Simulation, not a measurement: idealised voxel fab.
Process module heading - voxel capacitor over wiring
Square cell edge 5 nm, section width 225 nm, ID cut.
If you're reading a cross-section in this doc, picture square cells in a grid; it comes to you as bands, top ones listed first down to the bottom, and a band can be one or more rows of cells. The band entry comprises the height of the band's top followed by the height of its bottom, expressed in nm, and subsequently the band's materials from left to right, each stated together with its width in nm. Where a single material is marked with the word "edge to edge", that material fills the band from edge to edge. The word "empty" represents empty space. We count height from 0. Below that, the starting wafer is all one material. The lowest band never ends at the bottom but goes on down; see "from 0 down" for how that is written. It should be noted that a width expressed as "30..40" varies in equal increments from row to row of cells within the band, taking the value of the first number at the top row and that of the second number at the bottom row. What does "nothing different" mean for a step? It means no cell of the cross-section changed in that step. Enclosed voids (no open way to top), threshold 8 cells or more, entry "Enclosed cavities", notation width x height at distance, distance from left edge, nm. Formally, on a step line, whatever follows the settings is a remark that the simulator itself makes on the step. "overlay nm", when on a step's line for a step with a mask, measures how far to the right of its planned place the mask lay; a negative measure means to the left.

## The planned process steps are enumerated hereunder
1,RECEIVE with material Si
2,CONFORMAL_DEP with material SiO2, thk nm 10
3,CONFORMAL_DEP with material SiCN, thk nm 5
4,DIRECTIONAL_DEP with material SiO2, thk nm 20
5,PATTERN with tone open, mask id METAL_1, material resist, width nm 30, pitch nm 100, thk nm 20, overlay nm 0
6,DIRECTIONAL_ETCH with etch materials SiO2, depth nm 20
7,DIRECTIONAL_ETCH with etch materials SiCN, depth nm 5
8,STRIP with etch materials resist
9,CONFORMAL_DEP with material TiN, thk nm 5
10,FILL_DEP with material Cu, thk nm 10
11,CMP with height nm 35
12,EPI with material Ru, thk nm 5
13,FILL_DEP with material SiCN, thk nm 5
14,DIRECTIONAL_DEP with material lowk, thk nm 20
15,PATTERN with tone open, mask id PLUG_1, material resist, width nm 15, thk nm 20, overlay nm 0
16,DIRECTIONAL_ETCH with etch materials lowk, depth nm 20
17,DIRECTIONAL_ETCH with etch materials SiCN, depth nm 5
18,STRIP with etch materials resist
19,CONFORMAL_DEP with material TiN, thk nm 5
20,FILL_DEP with material W, thk nm 10
21,CMP with height nm 65
22,DIRECTIONAL_DEP with material TiN, thk nm 10
23,DIRECTIONAL_DEP with material Al2O3, thk nm 5
24,DIRECTIONAL_DEP with material TiN, thk nm 5
25,MASKED_ETCH with tone cover, mask id UPPER_PLATE, width nm 75, etch materials TiN, depth nm 5, overlay nm 0
26,MASKED_ETCH with tone cover, mask id UPPER_PLATE, width nm 65, etch materials Al2O3, depth nm 5, overlay nm 0
27,PATTERN with tone cover, mask id LOWER_PLATE, material resist, width nm 85, thk nm 15, overlay nm 0
28,DIRECTIONAL_ETCH with etch materials TiN, depth nm 10
29,STRIP with etch materials resist
30,FILL_DEP with material SiO2, thk nm 20
31,CMP with height nm 100
32,PATTERN with tone open, mask id PLUG_2, material resist, width nm 15, thk nm 15, overlay nm 0
33,DIRECTIONAL_ETCH with etch materials SiO2, depth nm 15
34,STRIP with etch materials resist
35,CONFORMAL_DEP with material TiN, thk nm 5
36,FILL_DEP with material W, thk nm 10
37,CMP with height nm 100
38,CONFORMAL_DEP with material SiN, thk nm 5
Keep in mind the plan's value for the width nm of step 26 comes from the first wafer; the wafers don't share that setting, but they do share the same starting point.

## Step 1 complete: as-received cross-section of the first of several wafers
    from 0 down  Si edge to edge
    Enclosed cavities: none

## Cross-section after step 38, the final step of the module, for the first of several wafers
    from 105 to 100  SiN edge to edge
    from 100 to 90  70 nm SiO2  5 nm TiN  5 nm W  5 nm TiN  140 nm SiO2
    from 90 to 80  70..60 nm SiO2  15..75 nm TiN  140..90 nm SiO2
    from 80 to 75  60 nm SiO2  75 nm Al2O3  90 nm SiO2
    from 75 to 65  55 nm SiO2  85 nm TiN  85 nm SiO2
    from 65 to 45  60 nm lowk  5 nm TiN  5 nm W  5 nm TiN  150 nm lowk
    from 45 to 40  60 nm SiCN  15 nm TiN  150 nm SiCN
    from 40 to 35  40 nm SiCN  40 nm Ru  60 nm SiCN  40 nm Ru  45 nm SiCN
    from 35 to 15  45 nm SiO2  5 nm TiN  20 nm Cu  5 nm TiN  70 nm SiO2  5 nm TiN  20 nm Cu  5 nm TiN  50 nm SiO2
    from 15 to 10  45 nm SiCN  30 nm TiN  70 nm SiCN  30 nm TiN  50 nm SiCN
    from 10 to 0  SiO2 edge to edge
    from 0 down  Si edge to edge
    Enclosed cavities: none

## Here we cross-sectioned the last of the wafers once the module was done
    from 105 to 100  SiN edge to edge
    from 100 to 90  70 nm SiO2  5 nm TiN  5 nm W  5 nm TiN  140 nm SiO2
    from 90 to 80  70..60 nm SiO2  15..75 nm TiN  140..90 nm SiO2
    from 80 to 75  55 nm SiO2  90 nm Al2O3  80 nm SiO2
    from 75 to 65  55 nm SiO2  90 nm TiN  80 nm SiO2
    from 65 to 45  60 nm lowk  5 nm TiN  5 nm W  5 nm TiN  150 nm lowk
    from 45 to 40  60 nm SiCN  15 nm TiN  150 nm SiCN
    from 40 to 35  40 nm SiCN  40 nm Ru  60 nm SiCN  40 nm Ru  45 nm SiCN
    from 35 to 15  45 nm SiO2  5 nm TiN  20 nm Cu  5 nm TiN  70 nm SiO2  5 nm TiN  20 nm Cu  5 nm TiN  50 nm SiO2
    from 15 to 10  45 nm SiCN  30 nm TiN  70 nm SiCN  30 nm TiN  50 nm SiCN
    from 10 to 0  SiO2 edge to edge
    from 0 down  Si edge to edge
    Enclosed cavities: none

## Note: the following table is arranged by wafer, a row apiece. Each row reports the end-of-module state: per material, cells gained (+) or cells lost (-) compared with the wafer as received; closed voids follow
width nm 65; +15 Al2O3; +32 Cu; +16 Ru; +104 SiCN; +45 SiN; +464 SiO2; +95 TiN; +6 W; +168 lowk; Enclosed cavities: none
width nm 70; +15 Al2O3; +32 Cu; +16 Ru; +104 SiCN; +45 SiN; +464 SiO2; +95 TiN; +6 W; +168 lowk; Enclosed cavities: none
width nm 75; +15 Al2O3; +32 Cu; +16 Ru; +104 SiCN; +45 SiN; +464 SiO2; +95 TiN; +6 W; +168 lowk; Enclosed cavities: none
width nm 80; +16 Al2O3; +32 Cu; +16 Ru; +104 SiCN; +45 SiN; +463 SiO2; +95 TiN; +6 W; +168 lowk; Enclosed cavities: none
width nm 85; +17 Al2O3; +32 Cu; +16 Ru; +104 SiCN; +45 SiN; +462 SiO2; +95 TiN; +6 W; +168 lowk; Enclosed cavities: none
width nm 90; +18 Al2O3; +32 Cu; +16 Ru; +104 SiCN; +45 SiN; +459 SiO2; +97 TiN; +6 W; +168 lowk; Enclosed cavities: none
